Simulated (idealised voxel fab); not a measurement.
process module | voxel capacitor over wiring
cross-section cut | 175 nm wide | cells 5 nm
A cross-section is a grid of square cells, given in bands from the top down. A band is one or more rows of cells.
Each band's line starts with the height of the band's top and of its bottom, in nm. Then come its materials from left to right, each with its width in nm. One material with "throughout" fills the band from edge to edge. "air" is empty space.
Height 0 is the level under which the wafer as received is all one material. The lowest band goes on downwards, as in "0 down".
A width such as "30 to 40" changes by the same amount from each row of cells to the next, from the band's top row to its bottom row.
"no change" after a step means that no cell of the cross-section changed.
closed voids: empty space of 8 cells or more with no open way to the top, each as width x height at its distance from the left edge, in nm
after a step's settings: what the simulator itself notes on the step
overlay nm, on a step with a mask: how far to the right of its planned place the mask lay; to the left if negative
plan
1 op RECEIVE | material Si
2 op CONFORMAL_DEP | material SiO2 | thk nm 10
3 op CONFORMAL_DEP | material SiCN | thk nm 5
4 op DIRECTIONAL_DEP | material lowk | thk nm 15
5 op PATTERN | tone open | mask id METAL_1 | material resist | width nm 20 | pitch nm 90 | thk nm 15 | overlay nm 0
6 op DIRECTIONAL_ETCH | etch materials lowk | depth nm 15
7 op DIRECTIONAL_ETCH | etch materials SiCN | depth nm 5
8 op STRIP | etch materials resist
9 op CONFORMAL_DEP | material TiN | thk nm 5
10 op FILL_DEP | material Cu | thk nm 5
11 op CMP | height nm 30
12 op EPI | material Ru | thk nm 5
13 op FILL_DEP | material SiCN | thk nm 5
14 op DIRECTIONAL_DEP | material lowk | thk nm 15
15 op DIRECTIONAL_DEP | material aC | thk nm 10
16 op PATTERN | tone open | mask id PLUG_1 | material resist | width nm 15 | thk nm 25 | overlay nm 0
17 op DIRECTIONAL_ETCH | etch materials aC | depth nm 10
18 op STRIP | etch materials resist
19 op DIRECTIONAL_ETCH | etch materials lowk | depth nm 15
20 op DIRECTIONAL_ETCH | etch materials SiCN | depth nm 5
21 op STRIP | etch materials aC
22 op CONFORMAL_DEP | material TiN | thk nm 5
23 op FILL_DEP | material Ru | thk nm 5
24 op CMP | height nm 55
25 op DIRECTIONAL_DEP | material TiN | thk nm 5
26 op DIRECTIONAL_DEP | material Al2O3 | thk nm 5
27 op DIRECTIONAL_DEP | material TiN | thk nm 10
28 op MASKED_ETCH | tone cover | mask id UPPER_PLATE | width nm 75 | etch materials TiN | depth nm 10 | overlay nm 0
29 op MASKED_ETCH | tone cover | mask id UPPER_PLATE | width nm 75 | etch materials Al2O3 | depth nm 5 | overlay nm -15
30 op MASKED_ETCH | tone cover | mask id LOWER_PLATE | width nm 85 | etch materials TiN | depth nm 5 | overlay nm 0
31 op FILL_DEP | material SiO2 | thk nm 20
32 op CMP | height nm 90
33 op MASKED_ETCH | tone open | mask id PLUG_2 | width nm 15 | etch materials SiO2 | depth nm 15 | overlay nm 0
34 op CONFORMAL_DEP | material TiN | thk nm 5
35 op FILL_DEP | material W | thk nm 10
36 op CMP | height nm 90
37 op CONFORMAL_DEP | material SiN | thk nm 5
varied across the wafers: overlay nm of step 29. The plan shows the first wafer's value. All wafers start alike
first wafer as received, after step 1
  0 down: Si throughout
  closed voids: none
first wafer at the end, after step 37
  95 to 90: SiN throughout
  90 to 80: SiO2 45 | TiN 5 | W 5 | TiN 5 | SiO2 115
  80 to 75: SiO2 45 | TiN 15 | SiO2 115
  75 to 65: SiO2 35 | TiN 75 | SiO2 65
  65 to 60: SiO2 20 | Al2O3 90 | SiO2 65
  60 to 55: SiO2 20 | TiN 95 | SiO2 60
  55 to 40: lowk 35 | TiN 5 | Ru 5 | TiN 5 | lowk 125
  40 to 35: SiCN 35 | TiN 15 | SiCN 125
  35 to 30: SiCN 25 | Ru 30 | SiCN 60 | Ru 30 | SiCN 30
  30 to 15: lowk 30 | TiN 5 | Cu 10 | TiN 5 | lowk 70 | TiN 5 | Cu 10 | TiN 5 | lowk 35
  15 to 10: SiCN 30 | TiN 20 | SiCN 70 | TiN 20 | SiCN 35
  10 to 0: SiO2 throughout
  0 down: Si throughout
  closed voids: none
last wafer at the end
  95 to 90: SiN throughout
  90 to 80: SiO2 45 | TiN 5 | W 5 | TiN 5 | SiO2 115
  80 to 75: SiO2 45 | TiN 15 | SiO2 115
  75 to 65: SiO2 35 | TiN 75 | SiO2 65
  65 to 60: SiO2 35 | Al2O3 90 | SiO2 50
  60 to 55: SiO2 30 | TiN 95 | SiO2 50
  55 to 40: lowk 35 | TiN 5 | Ru 5 | TiN 5 | lowk 125
  40 to 35: SiCN 35 | TiN 15 | SiCN 125
  35 to 30: SiCN 25 | Ru 30 | SiCN 60 | Ru 30 | SiCN 30
  30 to 15: lowk 30 | TiN 5 | Cu 10 | TiN 5 | lowk 70 | TiN 5 | Cu 10 | TiN 5 | lowk 35
  15 to 10: SiCN 30 | TiN 20 | SiCN 70 | TiN 20 | SiCN 35
  10 to 0: SiO2 throughout
  0 down: Si throughout
  closed voids: none
each wafer at the end: cells of each material gained (+) or lost (-) since it was received, then its closed voids
overlay nm -15 | +18 Al2O3 | +12 Cu | +15 Ru | +82 SiCN | +35 SiN | +239 SiO2 | +85 TiN | +2 W | +177 lowk | closed voids: none
overlay nm -10 | +17 Al2O3 | +12 Cu | +15 Ru | +82 SiCN | +35 SiN | +241 SiO2 | +84 TiN | +2 W | +177 lowk | closed voids: none
overlay nm -5 | +16 Al2O3 | +12 Cu | +15 Ru | +82 SiCN | +35 SiN | +243 SiO2 | +83 TiN | +2 W | +177 lowk | closed voids: none
overlay nm 0 | +15 Al2O3 | +12 Cu | +15 Ru | +82 SiCN | +35 SiN | +244 SiO2 | +83 TiN | +2 W | +177 lowk | closed voids: none
overlay nm 5 | +16 Al2O3 | +12 Cu | +15 Ru | +82 SiCN | +35 SiN | +243 SiO2 | +83 TiN | +2 W | +177 lowk | closed voids: none
overlay nm 10 | +17 Al2O3 | +12 Cu | +15 Ru | +82 SiCN | +35 SiN | +241 SiO2 | +84 TiN | +2 W | +177 lowk | closed voids: none
overlay nm 15 | +18 Al2O3 | +12 Cu | +15 Ru | +82 SiCN | +35 SiN | +239 SiO2 | +85 TiN | +2 W | +177 lowk | closed voids: none
